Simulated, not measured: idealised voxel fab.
process module | voxel air gaps
We display cut, a cross-section 265 nm in width whose square cells are each 5 nm.
Just so we're on the same page, the cross-sections are grids of square cells, and they're listed out in bands top to bottom, each band one or more rows deep. Band: top and bottom heights (nm) first, top before bottom; then materials from left to right, widths in nm. "edge to edge" marks a sole material filling the band edge to edge. "blank" denotes empty space. The reference from which all heights are counted is 0, the level beneath which the as-received wafer is entirely one material; the lowest band, having no lower bound, proceeds downward and is written after the example "top 0, no bottom". Quick explanation for "30..40": the width changes in equal steps down the rows of cells, from the first number in the band's top row to the second number in its bottom row. "nothing changed" means the step left every cell of the cross-section as it was. "Internal closed voids" enumerates empty spaces isolated from the top, with no open way to it, that contain at least 8 cells, giving each as width x height at distance from the left edge, all three in nm. If you see something after the settings on a step's line, that's the simulator's own remark about that step. The setting "overlay nm" may be written on the line of a step. When the step uses a mask, the value reports how far to the right of the planned place the mask lay, and a negative value reports that it lay to the left. Everything after this point is organized in pairs: a cross-section before one process step, a cross-section after it that shows only as deep as the lowest changed band, and, under the pair, the intervening step with its settings. Because different runs of this module on the same starting wafer can supply different pairs, a pair continues from the pair above it only if its entry headed "before" says so.
[before]
- top 0, no bottom | Si edge to edge
- Internal closed voids: none
[Resulting Structure]
- top 15, bottom 0 | SiO2 edge to edge
- Rest of section, below 0: as before.
- Internal closed voids: none
The before and after cross-sections above are linked by CONFORMAL_DEP [material SiO2] [thk nm 15]
before: the after view from the pair directly above serves as the before view here.
[Resulting Structure]
- top 20, bottom 15 | SiN edge to edge
- Rest of section, below 15: as before.
- Internal closed voids: none
The before and after cross-sections above are linked by CONFORMAL_DEP [material SiN] [thk nm 5]
before: the after view from the pair directly above serves as the before view here.
[Resulting Structure]
- top 60, bottom 20 | SiO2 edge to edge
- Rest of section, below 20: as before.
- Internal closed voids: none
The before and after cross-sections above are linked by DIRECTIONAL_DEP [material SiO2] [thk nm 40]
before: the after view from the pair directly above serves as the before view here.
[Resulting Structure]
- top 75, bottom 60 | aC edge to edge
- Rest of section, below 60: as before.
- Internal closed voids: none
The before and after cross-sections above are linked by DIRECTIONAL_DEP [material aC] [thk nm 15]
before: the after view from the pair directly above serves as the before view here.
[Resulting Structure]
- top 110, bottom 75 | resist 85 / blank 15 / resist 25 / blank 15 / resist 25 / blank 15 / resist 85
- Rest of section, below 75: as before.
- Internal closed voids: none
The before and after cross-sections above are linked by PATTERN [tone open] [mask id LINES] [material resist] [width nm 15] [pitch nm 40] [thk nm 35] [overlay nm 0]
before: the after view from the pair directly above serves as the before view here.
[Resulting Structure]
- top 95, bottom 75 | resist 85 / blank 15 / resist 25 / blank 15 / resist 25 / blank 15 / resist 85
- top 75, bottom 60 | aC 85 / blank 15 / aC 25 / blank 15 / aC 25 / blank 15 / aC 85
- Rest of section, below 60: as before.
- Internal closed voids: none
The before and after cross-sections above are linked by DIRECTIONAL_ETCH [etch materials aC] [depth nm 15]
before: the after view from the pair directly above serves as the before view here.
[Resulting Structure]
- top 75, bottom 60 | aC 85 / blank 15 / aC 25 / blank 15 / aC 25 / blank 15 / aC 85
- Rest of section, below 60: as before.
- Internal closed voids: none
The before and after cross-sections above are linked by STRIP [etch materials resist]
before: the after view from the pair directly above serves as the before view here.
[Resulting Structure]
- top 75, bottom 60 | aC 85 / blank 15 / aC 25 / blank 15 / aC 25 / blank 15 / aC 85
- top 60, bottom 20 | SiO2 85 / blank 15 / SiO2 25 / blank 15 / SiO2 25 / blank 15 / SiO2 85
- Rest of section, below 20: as before.
- Internal closed voids: none
The before and after cross-sections above are linked by DIRECTIONAL_ETCH [etch materials SiO2] [depth nm 40]
before: the after view from the pair directly above serves as the before view here.
[Resulting Structure]
- top 60, bottom 20 | SiO2 85 / blank 15 / SiO2 25 / blank 15 / SiO2 25 / blank 15 / SiO2 85
- Rest of section, below 20: as before.
- Internal closed voids: none
The before and after cross-sections above are linked by STRIP [etch materials aC]
before: the after view from the pair directly above serves as the before view here.
[Resulting Structure]
- top 65, bottom 60 | TiN 90 / blank 5 / TiN 35 / blank 5 / TiN 35 / blank 5 / TiN 90
- top 60, bottom 25 | SiO2 85 / TiN 5 / blank 5 / TiN 5 / SiO2 25 / TiN 5 / blank 5 / TiN 5 / SiO2 25 / TiN 5 / blank 5 / TiN 5 / SiO2 85
- top 25, bottom 20 | SiO2 85 / TiN 15 / SiO2 25 / TiN 15 / SiO2 25 / TiN 15 / SiO2 85
- Rest of section, below 20: as before.
- Internal closed voids: none
The before and after cross-sections above are linked by CONFORMAL_DEP [material TiN] [thk nm 5]
before: the after view from the pair directly above serves as the before view here.
[Resulting Structure]
- top 75, bottom 65 | W edge to edge
- top 65, bottom 60 | TiN 90 / W 5 / TiN 35 / W 5 / TiN 35 / W 5 / TiN 90
- top 60, bottom 25 | SiO2 85 / TiN 5 / W 5 / TiN 5 / SiO2 25 / TiN 5 / W 5 / TiN 5 / SiO2 25 / TiN 5 / W 5 / TiN 5 / SiO2 85
- Rest of section, below 25: as before.
- Internal closed voids: none
The before and after cross-sections above are linked by FILL_DEP [material W] [thk nm 10]
before: the after view from the pair directly above serves as the before view here.
[Resulting Structure]
- top 60, bottom 25 | SiO2 85 / TiN 5 / W 5 / TiN 5 / SiO2 25 / TiN 5 / W 5 / TiN 5 / SiO2 25 / TiN 5 / W 5 / TiN 5 / SiO2 85
- Rest of section, below 25: as before.
- Internal closed voids: none
The before and after cross-sections above are linked by CMP [height nm 60]
before: the after view from the pair directly above serves as the before view here.
[Resulting Structure]
- top 70, bottom 60 | blank 75 / Ru 35 / blank 5 / Ru 35 / blank 5 / Ru 35 / blank 75
- Rest of section, below 60: as before.
- Internal closed voids: none
The before and after cross-sections above are linked by EPI [material Ru] [thk nm 10]
before: the after view from the pair directly above serves as the before view here.
[Resulting Structure]
- top 70, bottom 60 | blank 75 / Ru 35 / blank 5 / Ru 35 / blank 5 / Ru 35 / blank 75
- top 60, bottom 25 | blank 85 / TiN 5 / W 5 / TiN 5 / blank 25 / TiN 5 / W 5 / TiN 5 / blank 25 / TiN 5 / W 5 / TiN 5 / blank 85
- top 25, bottom 20 | blank 85 / TiN 15 / blank 25 / TiN 15 / blank 25 / TiN 15 / blank 85
- Rest of section, below 20: as before.
- Internal closed voids: none
The before and after cross-sections above are linked by SELECTIVE_ETCH [etch materials SiO2] [depth nm 50]
before: the after view from the pair directly above serves as the before view here.
[Resulting Structure]
- top 75, bottom 70 | blank 70 / SiN 125 / blank 70
- top 70, bottom 60 | blank 70 / SiN 5 / Ru 35 / SiN 5 / Ru 35 / SiN 5 / Ru 35 / SiN 5 / blank 70
- top 60, bottom 55 | blank 70 / SiN 15 / TiN 5 / W 5 / TiN 5 / SiN 25 / TiN 5 / W 5 / TiN 5 / SiN 25 / TiN 5 / W 5 / TiN 5 / SiN 15 / blank 70
- top 55, bottom 25 | blank 80 / SiN 5 / TiN 5 / W 5 / TiN 5 / SiN 5 / blank 15 / SiN 5 / TiN 5 / W 5 / TiN 5 / SiN 5 / blank 15 / SiN 5 / TiN 5 / W 5 / TiN 5 / SiN 5 / blank 80
- top 25, bottom 20 | SiN 85 / TiN 15 / SiN 25 / TiN 15 / SiN 25 / TiN 15 / SiN 85
- Rest of section, below 20: as before.
- Internal closed voids: 15 x 30 at 105; 15 x 30 at 145
The before and after cross-sections above are linked by CONFORMAL_DEP [material SiN] [thk nm 5]
[before]
- top 75, bottom 65 | W edge to edge
- top 65, bottom 60 | TiN 90 / W 5 / TiN 35 / W 5 / TiN 35 / W 5 / TiN 90
- top 60, bottom 25 | SiO2 85 / TiN 5 / W 5 / TiN 5 / SiO2 25 / TiN 5 / W 5 / TiN 5 / SiO2 25 / TiN 5 / W 5 / TiN 5 / SiO2 85
- top 25, bottom 20 | SiO2 85 / TiN 15 / SiO2 25 / TiN 15 / SiO2 25 / TiN 15 / SiO2 85
- top 20, bottom 15 | SiN edge to edge
- top 15, bottom 0 | SiO2 edge to edge
- top 0, no bottom | Si edge to edge
- Internal closed voids: none
[Resulting Structure]
- top 85, bottom 75 | Ru edge to edge
- Rest of section, below 75: as before.
- Internal closed voids: none
The before and after cross-sections above are linked by EPI [material Ru] [thk nm 10]
before: the after view from the pair directly above serves as the before view here.
[Resulting Structure]
- top 90, bottom 85 | SiN edge to edge
- Rest of section, below 85: as before.
- Internal closed voids: none
The before and after cross-sections above are linked by CONFORMAL_DEP [material SiN] [thk nm 5]
[before]
- top 70, bottom 60 | blank 75 / Ru 35 / blank 5 / Ru 35 / blank 5 / Ru 35 / blank 75
- top 60, bottom 25 | SiO2 85 / TiN 5 / W 5 / TiN 5 / SiO2 25 / TiN 5 / W 5 / TiN 5 / SiO2 25 / TiN 5 / W 5 / TiN 5 / SiO2 85
- top 25, bottom 20 | SiO2 85 / TiN 15 / SiO2 25 / TiN 15 / SiO2 25 / TiN 15 / SiO2 85
- top 20, bottom 15 | SiN edge to edge
- top 15, bottom 0 | SiO2 edge to edge
- top 0, no bottom | Si edge to edge
- Internal closed voids: none
[Resulting Structure]
- top 80, bottom 60 | blank 65 / Ru 135 / blank 65
- Rest of section, below 60: as before.
- Internal closed voids: none
The before and after cross-sections above are linked by EPI [material Ru] [thk nm 10]
before: the after view from the pair directly above serves as the before view here.
[Resulting Structure]
- top 80, bottom 60 | blank 65 / Ru 135 / blank 65
- top 60, bottom 25 | blank 85 / TiN 5 / W 5 / TiN 5 / SiO2 25 / TiN 5 / W 5 / TiN 5 / SiO2 25 / TiN 5 / W 5 / TiN 5 / blank 85
- top 25, bottom 20 | blank 85 / TiN 15 / SiO2 25 / TiN 15 / SiO2 25 / TiN 15 / blank 85
- Rest of section, below 20: as before.
- Internal closed voids: none
The before and after cross-sections above are linked by SELECTIVE_ETCH [etch materials SiO2] [depth nm 50]
before: the after view from the pair directly above serves as the before view here.
[Resulting Structure]
- top 85, bottom 80 | blank 60 / SiN 145 / blank 60
- top 80, bottom 60 | blank 60 / SiN 5 / Ru 135 / SiN 5 / blank 60
- top 60, bottom 55 | blank 60 / SiN 25 / TiN 5 / W 5 / TiN 5 / SiO2 25 / TiN 5 / W 5 / TiN 5 / SiO2 25 / TiN 5 / W 5 / TiN 5 / SiN 25 / blank 60
- top 55, bottom 25 | blank 80 / SiN 5 / TiN 5 / W 5 / TiN 5 / SiO2 25 / TiN 5 / W 5 / TiN 5 / SiO2 25 / TiN 5 / W 5 / TiN 5 / SiN 5 / blank 80
- top 25, bottom 20 | SiN 85 / TiN 15 / SiO2 25 / TiN 15 / SiO2 25 / TiN 15 / SiN 85
- Rest of section, below 20: as before.
- Internal closed voids: none
The before and after cross-sections above are linked by CONFORMAL_DEP [material SiN] [thk nm 5]
[before]
- top 15, bottom 0 | SiO2 edge to edge
- top 0, no bottom | Si edge to edge
- Internal closed voids: none
[Resulting Structure]
- top 55, bottom 0 | SiO2 edge to edge
- Rest of section, below 0: as before.
- Internal closed voids: none
The before and after cross-sections above are linked by DIRECTIONAL_DEP [material SiO2] [thk nm 40]
before: the after view from the pair directly above serves as the before view here.
[Resulting Structure]
- top 60, bottom 55 | SiN edge to edge
- Rest of section, below 55: as before.
- Internal closed voids: none
The before and after cross-sections above are linked by CONFORMAL_DEP [material SiN] [thk nm 5]
before: the after view from the pair directly above serves as the before view here.
[Resulting Structure]
- top 75, bottom 60 | aC edge to edge
- Rest of section, below 60: as before.
- Internal closed voids: none
The before and after cross-sections above are linked by DIRECTIONAL_DEP [material aC] [thk nm 15]
before: the after view from the pair directly above serves as the before view here.
[Resulting Structure]
- top 110, bottom 75 | resist 85 / blank 15 / resist 25 / blank 15 / resist 25 / blank 15 / resist 85
- Rest of section, below 75: as before.
- Internal closed voids: none
The before and after cross-sections above are linked by PATTERN [tone open] [mask id LINES] [material resist] [width nm 15] [pitch nm 40] [thk nm 35] [overlay nm 0]
before: the after view from the pair directly above serves as the before view here.
[Resulting Structure]
- top 95, bottom 75 | resist 85 / blank 15 / resist 25 / blank 15 / resist 25 / blank 15 / resist 85
- top 75, bottom 60 | aC 85 / blank 15 / aC 25 / blank 15 / aC 25 / blank 15 / aC 85
- Rest of section, below 60: as before.
- Internal closed voids: none
The before and after cross-sections above are linked by DIRECTIONAL_ETCH [etch materials aC] [depth nm 15]
before: the after view from the pair directly above serves as the before view here.
[Resulting Structure]
- top 75, bottom 60 | aC 85 / blank 15 / aC 25 / blank 15 / aC 25 / blank 15 / aC 85
- Rest of section, below 60: as before.
- Internal closed voids: none
The before and after cross-sections above are linked by STRIP [etch materials resist]
before: the after view from the pair directly above serves as the before view here.
[Resulting Structure]
- top 60, bottom 55 | SiN edge to edge
- Rest of section, below 55: as before.
- Internal closed voids: none
The before and after cross-sections above are linked by STRIP [etch materials aC]
before: the after view from the pair directly above serves as the before view here.
[Resulting Structure]
- top 65, bottom 60 | TiN edge to edge
- Rest of section, below 60: as before.
- Internal closed voids: none
The before and after cross-sections above are linked by CONFORMAL_DEP [material TiN] [thk nm 5]
before: the after view from the pair directly above serves as the before view here.
[Resulting Structure]
- top 75, bottom 65 | W edge to edge
- Rest of section, below 65: as before.
- Internal closed voids: none
The before and after cross-sections above are linked by FILL_DEP [material W] [thk nm 10]
before: the after view from the pair directly above serves as the before view here.
[Resulting Structure]
- top 60, bottom 55 | SiN edge to edge
- Rest of section, below 55: as before.
- Internal closed voids: none
The before and after cross-sections above are linked by CMP [height nm 60]
before: the after view from the pair directly above serves as the before view here.
[Resulting Structure]
- top 65, bottom 55 | SiN edge to edge
- Rest of section, below 55: as before.
- Internal closed voids: none
The before and after cross-sections above are linked by CONFORMAL_DEP [material SiN] [thk nm 5]
[before]
- top 0, no bottom | Si edge to edge
- Internal closed voids: none
[Resulting Structure]
- top 10, bottom 0 | SiO2 edge to edge
- Rest of section, below 0: as before.
- Internal closed voids: none
The before and after cross-sections above are linked by CONFORMAL_DEP [material SiO2] [thk nm 10]
before: the after view from the pair directly above serves as the before view here.
[Resulting Structure]
- top 15, bottom 10 | SiN edge to edge
- Rest of section, below 10: as before.
- Internal closed voids: none
The before and after cross-sections above are linked by CONFORMAL_DEP [material SiN] [thk nm 5]
before: the after view from the pair directly above serves as the before view here.
[Resulting Structure]
- top 55, bottom 15 | SiO2 edge to edge
- Rest of section, below 15: as before.
- Internal closed voids: none
The before and after cross-sections above are linked by DIRECTIONAL_DEP [material SiO2] [thk nm 40]
before: the after view from the pair directly above serves as the before view here.
[Resulting Structure]
- top 70, bottom 55 | aC edge to edge
- Rest of section, below 55: as before.
- Internal closed voids: none
The before and after cross-sections above are linked by DIRECTIONAL_DEP [material aC] [thk nm 15]
before: the after view from the pair directly above serves as the before view here.
[Resulting Structure]
- top 105, bottom 70 | resist 85 / blank 15 / resist 25 / blank 15 / resist 25 / blank 15 / resist 85
- Rest of section, below 70: as before.
- Internal closed voids: none
The before and after cross-sections above are linked by PATTERN [tone open] [mask id LINES] [material resist] [width nm 15] [pitch nm 40] [thk nm 35] [overlay nm 0]
before: the after view from the pair directly above serves as the before view here.
[Resulting Structure]
- top 90, bottom 70 | resist 85 / blank 15 / resist 25 / blank 15 / resist 25 / blank 15 / resist 85
- top 70, bottom 55 | aC 85 / blank 15 / aC 25 / blank 15 / aC 25 / blank 15 / aC 85
- Rest of section, below 55: as before.
- Internal closed voids: none
The before and after cross-sections above are linked by DIRECTIONAL_ETCH [etch materials aC] [depth nm 15]
before: the after view from the pair directly above serves as the before view here.
[Resulting Structure]
- top 70, bottom 55 | aC 85 / blank 15 / aC 25 / blank 15 / aC 25 / blank 15 / aC 85
- Rest of section, below 55: as before.
- Internal closed voids: none
The before and after cross-sections above are linked by STRIP [etch materials resist]
before: the after view from the pair directly above serves as the before view here.
[Resulting Structure]
- top 70, bottom 55 | aC 85 / blank 15 / aC 25 / blank 15 / aC 25 / blank 15 / aC 85
- top 55, bottom 15 | SiO2 85 / blank 15 / SiO2 25 / blank 15 / SiO2 25 / blank 15 / SiO2 85
- Rest of section, below 15: as before.
- Internal closed voids: none
The before and after cross-sections above are linked by DIRECTIONAL_ETCH [etch materials SiO2] [depth nm 40]
before: the after view from the pair directly above serves as the before view here.
[Resulting Structure]
- top 55, bottom 15 | SiO2 85 / blank 15 / SiO2 25 / blank 15 / SiO2 25 / blank 15 / SiO2 85
- Rest of section, below 15: as before.
- Internal closed voids: none
The before and after cross-sections above are linked by STRIP [etch materials aC]
before: the after view from the pair directly above serves as the before view here.
[Resulting Structure]
- top 60, bottom 55 | TiN 90 / blank 5 / TiN 35 / blank 5 / TiN 35 / blank 5 / TiN 90
- top 55, bottom 20 | SiO2 85 / TiN 5 / blank 5 / TiN 5 / SiO2 25 / TiN 5 / blank 5 / TiN 5 / SiO2 25 / TiN 5 / blank 5 / TiN 5 / SiO2 85
- top 20, bottom 15 | SiO2 85 / TiN 15 / SiO2 25 / TiN 15 / SiO2 25 / TiN 15 / SiO2 85
- Rest of section, below 15: as before.
- Internal closed voids: none
The before and after cross-sections above are linked by CONFORMAL_DEP [material TiN] [thk nm 5]
before: the after view from the pair directly above serves as the before view here.
[Resulting Structure]
- top 70, bottom 60 | W edge to edge
- top 60, bottom 55 | TiN 90 / W 5 / TiN 35 / W 5 / TiN 35 / W 5 / TiN 90
- top 55, bottom 20 | SiO2 85 / TiN 5 / W 5 / TiN 5 / SiO2 25 / TiN 5 / W 5 / TiN 5 / SiO2 25 / TiN 5 / W 5 / TiN 5 / SiO2 85
- Rest of section, below 20: as before.
- Internal closed voids: none
The before and after cross-sections above are linked by FILL_DEP [material W] [thk nm 10]
before: the after view from the pair directly above serves as the before view here.
[Resulting Structure]
- top 60, bottom 55 | TiN 90 / W 5 / TiN 35 / W 5 / TiN 35 / W 5 / TiN 90
- Rest of section, below 55: as before.
- Internal closed voids: none
The before and after cross-sections above are linked by CMP [height nm 60]
before: the after view from the pair directly above serves as the before view here.
[Resulting Structure]
- top 70, bottom 60 | Ru edge to edge
- Rest of section, below 60: as before.
- Internal closed voids: none
The before and after cross-sections above are linked by EPI [material Ru] [thk nm 10]
before: the after view from the pair directly above serves as the before view here.
[Resulting Structure]
- top 75, bottom 70 | SiN edge to edge
- Rest of section, below 70: as before.
- Internal closed voids: none
The before and after cross-sections above are linked by CONFORMAL_DEP [material SiN] [thk nm 5]
[before]
- top 75, bottom 60 | aC edge to edge
- top 60, bottom 20 | SiO2 edge to edge
- top 20, bottom 15 | SiN edge to edge
- top 15, bottom 0 | SiO2 edge to edge
- top 0, no bottom | Si edge to edge
- Internal closed voids: none
[Resulting Structure]
- top 110, bottom 75 | resist 85 / blank 20 / resist 20 / blank 20 / resist 20 / blank 20 / resist 80
- Rest of section, below 75: as before.
- Internal closed voids: none
The before and after cross-sections above are linked by PATTERN [tone open] [mask id LINES] [material resist] [width nm 20] [pitch nm 40] [thk nm 35] [overlay nm 0]
before: the after view from the pair directly above serves as the before view here.
[Resulting Structure]
- top 95, bottom 75 | resist 85 / blank 20 / resist 20 / blank 20 / resist 20 / blank 20 / resist 80
- top 75, bottom 60 | aC 85 / blank 20 / aC 20 / blank 20 / aC 20 / blank 20 / aC 80
- Rest of section, below 60: as before.
- Internal closed voids: none
The before and after cross-sections above are linked by DIRECTIONAL_ETCH [etch materials aC] [depth nm 15]
before: the after view from the pair directly above serves as the before view here.
[Resulting Structure]
- top 75, bottom 60 | aC 85 / blank 20 / aC 20 / blank 20 / aC 20 / blank 20 / aC 80
- Rest of section, below 60: as before.
- Internal closed voids: none
The before and after cross-sections above are linked by STRIP [etch materials resist]
before: the after view from the pair directly above serves as the before view here.
[Resulting Structure]
- top 75, bottom 60 | aC 85 / blank 20 / aC 20 / blank 20 / aC 20 / blank 20 / aC 80
- top 60, bottom 20 | SiO2 85 / blank 20 / SiO2 20 / blank 20 / SiO2 20 / blank 20 / SiO2 80
- Rest of section, below 20: as before.
- Internal closed voids: none
The before and after cross-sections above are linked by DIRECTIONAL_ETCH [etch materials SiO2] [depth nm 40]
before: the after view from the pair directly above serves as the before view here.
[Resulting Structure]
- top 60, bottom 20 | SiO2 85 / blank 20 / SiO2 20 / blank 20 / SiO2 20 / blank 20 / SiO2 80
- Rest of section, below 20: as before.
- Internal closed voids: none
The before and after cross-sections above are linked by STRIP [etch materials aC]
before: the after view from the pair directly above serves as the before view here.
[Resulting Structure]
- top 65, bottom 60 | TiN 90 / blank 10 / TiN 30 / blank 10 / TiN 30 / blank 10 / TiN 85
- top 60, bottom 25 | SiO2 85 / TiN 5 / blank 10 / TiN 5 / SiO2 20 / TiN 5 / blank 10 / TiN 5 / SiO2 20 / TiN 5 / blank 10 / TiN 5 / SiO2 80
- top 25, bottom 20 | SiO2 85 / TiN 20 / SiO2 20 / TiN 20 / SiO2 20 / TiN 20 / SiO2 80
- Rest of section, below 20: as before.
- Internal closed voids: none
The before and after cross-sections above are linked by CONFORMAL_DEP [material TiN] [thk nm 5]
before: the after view from the pair directly above serves as the before view here.
[Resulting Structure]
- top 75, bottom 65 | W edge to edge
- top 65, bottom 60 | TiN 90 / W 10 / TiN 30 / W 10 / TiN 30 / W 10 / TiN 85
- top 60, bottom 25 | SiO2 85 / TiN 5 / W 10 / TiN 5 / SiO2 20 / TiN 5 / W 10 / TiN 5 / SiO2 20 / TiN 5 / W 10 / TiN 5 / SiO2 80
- Rest of section, below 25: as before.
- Internal closed voids: none
The before and after cross-sections above are linked by FILL_DEP [material W] [thk nm 10]
before: the after view from the pair directly above serves as the before view here.
[Resulting Structure]
- top 60, bottom 25 | SiO2 85 / TiN 5 / W 10 / TiN 5 / SiO2 20 / TiN 5 / W 10 / TiN 5 / SiO2 20 / TiN 5 / W 10 / TiN 5 / SiO2 80
- Rest of section, below 25: as before.
- Internal closed voids: none
The before and after cross-sections above are linked by CMP [height nm 60]
before: the after view from the pair directly above serves as the before view here.
[Resulting Structure]
- top 70, bottom 60 | blank 75 / Ru 120 / blank 70
- Rest of section, below 60: as before.
- Internal closed voids: none
The before and after cross-sections above are linked by EPI [material Ru] [thk nm 10]
before: the after view from the pair directly above serves as the before view here.
[Resulting Structure]
- top 70, bottom 60 | blank 75 / Ru 120 / blank 70
- top 60, bottom 25 | blank 85 / TiN 5 / W 10 / TiN 5 / SiO2 20 / TiN 5 / W 10 / TiN 5 / SiO2 20 / TiN 5 / W 10 / TiN 5 / blank 80
- top 25, bottom 20 | blank 85 / TiN 20 / SiO2 20 / TiN 20 / SiO2 20 / TiN 20 / blank 80
- Rest of section, below 20: as before.
- Internal closed voids: none
The before and after cross-sections above are linked by SELECTIVE_ETCH [etch materials SiO2] [depth nm 50]
before: the after view from the pair directly above serves as the before view here.
[Resulting Structure]
- top 75, bottom 70 | blank 70 / SiN 130 / blank 65
- top 70, bottom 60 | blank 70 / SiN 5 / Ru 120 / SiN 5 / blank 65
- top 60, bottom 55 | blank 70 / SiN 15 / TiN 5 / W 10 / TiN 5 / SiO2 20 / TiN 5 / W 10 / TiN 5 / SiO2 20 / TiN 5 / W 10 / TiN 5 / SiN 15 / blank 65
- top 55, bottom 25 | blank 80 / SiN 5 / TiN 5 / W 10 / TiN 5 / SiO2 20 / TiN 5 / W 10 / TiN 5 / SiO2 20 / TiN 5 / W 10 / TiN 5 / SiN 5 / blank 75
- top 25, bottom 20 | SiN 85 / TiN 20 / SiO2 20 / TiN 20 / SiO2 20 / TiN 20 / SiN 80
- Rest of section, below 20: as before.
- Internal closed voids: none
The before and after cross-sections above are linked by CONFORMAL_DEP [material SiN] [thk nm 5]
[before]
- top 75, bottom 60 | aC edge to edge
- top 60, bottom 20 | SiO2 edge to edge
- top 20, bottom 15 | SiN edge to edge
- top 15, bottom 0 | SiO2 edge to edge
- top 0, no bottom | Si edge to edge
- Internal closed voids: none
[Resulting Structure]
- top 110, bottom 75 | resist 90 / blank 15 / resist 25 / blank 15 / resist 25 / blank 15 / resist 80
- Rest of section, below 75: as before.
- Internal closed voids: none
The before and after cross-sections above are linked by PATTERN [tone open] [mask id LINES] [material resist] [width nm 15] [pitch nm 40] [thk nm 35] [overlay nm 5]
before: the after view from the pair directly above serves as the before view here.
[Resulting Structure]
- top 95, bottom 75 | resist 90 / blank 15 / resist 25 / blank 15 / resist 25 / blank 15 / resist 80
- top 75, bottom 60 | aC 90 / blank 15 / aC 25 / blank 15 / aC 25 / blank 15 / aC 80
- Rest of section, below 60: as before.
- Internal closed voids: none
The before and after cross-sections above are linked by DIRECTIONAL_ETCH [etch materials aC] [depth nm 15]
before: the after view from the pair directly above serves as the before view here.
[Resulting Structure]
- top 75, bottom 60 | aC 90 / blank 15 / aC 25 / blank 15 / aC 25 / blank 15 / aC 80
- Rest of section, below 60: as before.
- Internal closed voids: none
The before and after cross-sections above are linked by STRIP [etch materials resist]
before: the after view from the pair directly above serves as the before view here.
[Resulting Structure]
- top 75, bottom 60 | aC 90 / blank 15 / aC 25 / blank 15 / aC 25 / blank 15 / aC 80
- top 60, bottom 20 | SiO2 90 / blank 15 / SiO2 25 / blank 15 / SiO2 25 / blank 15 / SiO2 80
- Rest of section, below 20: as before.
- Internal closed voids: none
The before and after cross-sections above are linked by DIRECTIONAL_ETCH [etch materials SiO2] [depth nm 40]
before: the after view from the pair directly above serves as the before view here.
[Resulting Structure]
- top 60, bottom 20 | SiO2 90 / blank 15 / SiO2 25 / blank 15 / SiO2 25 / blank 15 / SiO2 80
- Rest of section, below 20: as before.
- Internal closed voids: none
The before and after cross-sections above are linked by STRIP [etch materials aC]
before: the after view from the pair directly above serves as the before view here.
[Resulting Structure]
- top 65, bottom 60 | TiN 95 / blank 5 / TiN 35 / blank 5 / TiN 35 / blank 5 / TiN 85
- top 60, bottom 25 | SiO2 90 / TiN 5 / blank 5 / TiN 5 / SiO2 25 / TiN 5 / blank 5 / TiN 5 / SiO2 25 / TiN 5 / blank 5 / TiN 5 / SiO2 80
- top 25, bottom 20 | SiO2 90 / TiN 15 / SiO2 25 / TiN 15 / SiO2 25 / TiN 15 / SiO2 80
- Rest of section, below 20: as before.
- Internal closed voids: none
The before and after cross-sections above are linked by CONFORMAL_DEP [material TiN] [thk nm 5]
before: the after view from the pair directly above serves as the before view here.
[Resulting Structure]
- top 75, bottom 65 | W edge to edge
- top 65, bottom 60 | TiN 95 / W 5 / TiN 35 / W 5 / TiN 35 / W 5 / TiN 85
- top 60, bottom 25 | SiO2 90 / TiN 5 / W 5 / TiN 5 / SiO2 25 / TiN 5 / W 5 / TiN 5 / SiO2 25 / TiN 5 / W 5 / TiN 5 / SiO2 80
- Rest of section, below 25: as before.
- Internal closed voids: none
The before and after cross-sections above are linked by FILL_DEP [material W] [thk nm 10]
before: the after view from the pair directly above serves as the before view here.
[Resulting Structure]
- top 60, bottom 25 | SiO2 90 / TiN 5 / W 5 / TiN 5 / SiO2 25 / TiN 5 / W 5 / TiN 5 / SiO2 25 / TiN 5 / W 5 / TiN 5 / SiO2 80
- Rest of section, below 25: as before.
- Internal closed voids: none
The before and after cross-sections above are linked by CMP [height nm 60]
before: the after view from the pair directly above serves as the before view here.
[Resulting Structure]
- top 70, bottom 60 | blank 80 / Ru 35 / blank 5 / Ru 35 / blank 5 / Ru 35 / blank 70
- Rest of section, below 60: as before.
- Internal closed voids: none
The before and after cross-sections above are linked by EPI [material Ru] [thk nm 10]
before: the after view from the pair directly above serves as the before view here.
[Resulting Structure]
- top 70, bottom 60 | blank 80 / Ru 35 / blank 5 / Ru 35 / blank 5 / Ru 35 / blank 70
- top 60, bottom 25 | blank 90 / TiN 5 / W 5 / TiN 5 / blank 25 / TiN 5 / W 5 / TiN 5 / blank 25 / TiN 5 / W 5 / TiN 5 / blank 80
- top 25, bottom 20 | blank 90 / TiN 15 / blank 25 / TiN 15 / blank 25 / TiN 15 / blank 80
- Rest of section, below 20: as before.
- Internal closed voids: none
The before and after cross-sections above are linked by SELECTIVE_ETCH [etch materials SiO2] [depth nm 50]
before: the after view from the pair directly above serves as the before view here.
[Resulting Structure]
- top 75, bottom 70 | blank 75 / SiN 125 / blank 65
- top 70, bottom 60 | blank 75 / SiN 5 / Ru 35 / SiN 5 / Ru 35 / SiN 5 / Ru 35 / SiN 5 / blank 65
- top 60, bottom 55 | blank 75 / SiN 15 / TiN 5 / W 5 / TiN 5 / SiN 25 / TiN 5 / W 5 / TiN 5 / SiN 25 / TiN 5 / W 5 / TiN 5 / SiN 15 / blank 65
- top 55, bottom 25 | blank 85 / SiN 5 / TiN 5 / W 5 / TiN 5 / SiN 5 / blank 15 / SiN 5 / TiN 5 / W 5 / TiN 5 / SiN 5 / blank 15 / SiN 5 / TiN 5 / W 5 / TiN 5 / SiN 5 / blank 75
- top 25, bottom 20 | SiN 90 / TiN 15 / SiN 25 / TiN 15 / SiN 25 / TiN 15 / SiN 80
- Rest of section, below 20: as before.
- Internal closed voids: 15 x 30 at 110; 15 x 30 at 150
The before and after cross-sections above are linked by CONFORMAL_DEP [material SiN] [thk nm 5]
[before]
- top 0, no bottom | Si edge to edge
- Internal closed voids: none
[Resulting Structure]
- top 15, bottom 0 | SiN edge to edge
- Rest of section, below 0: as before.
- Internal closed voids: none
The before and after cross-sections above are linked by CONFORMAL_DEP [material SiN] [thk nm 15]
before: the after view from the pair directly above serves as the before view here.
[Resulting Structure]
- top 20, bottom 0 | SiN edge to edge
- Rest of section, below 0: as before.
- Internal closed voids: none
The before and after cross-sections above are linked by CONFORMAL_DEP [material SiN] [thk nm 5]
before: the after view from the pair directly above serves as the before view here.
[Resulting Structure]
- top 60, bottom 20 | SiO2 edge to edge
- Rest of section, below 20: as before.
- Internal closed voids: none
The before and after cross-sections above are linked by DIRECTIONAL_DEP [material SiO2] [thk nm 40]
before: the after view from the pair directly above serves as the before view here.
[Resulting Structure]
- top 75, bottom 60 | aC edge to edge
- Rest of section, below 60: as before.
- Internal closed voids: none
The before and after cross-sections above are linked by DIRECTIONAL_DEP [material aC] [thk nm 15]
before: the after view from the pair directly above serves as the before view here.
[Resulting Structure]
- top 110, bottom 75 | resist 85 / blank 15 / resist 25 / blank 15 / resist 25 / blank 15 / resist 85
- Rest of section, below 75: as before.
- Internal closed voids: none
The before and after cross-sections above are linked by PATTERN [tone open] [mask id LINES] [material resist] [width nm 15] [pitch nm 40] [thk nm 35] [overlay nm 0]
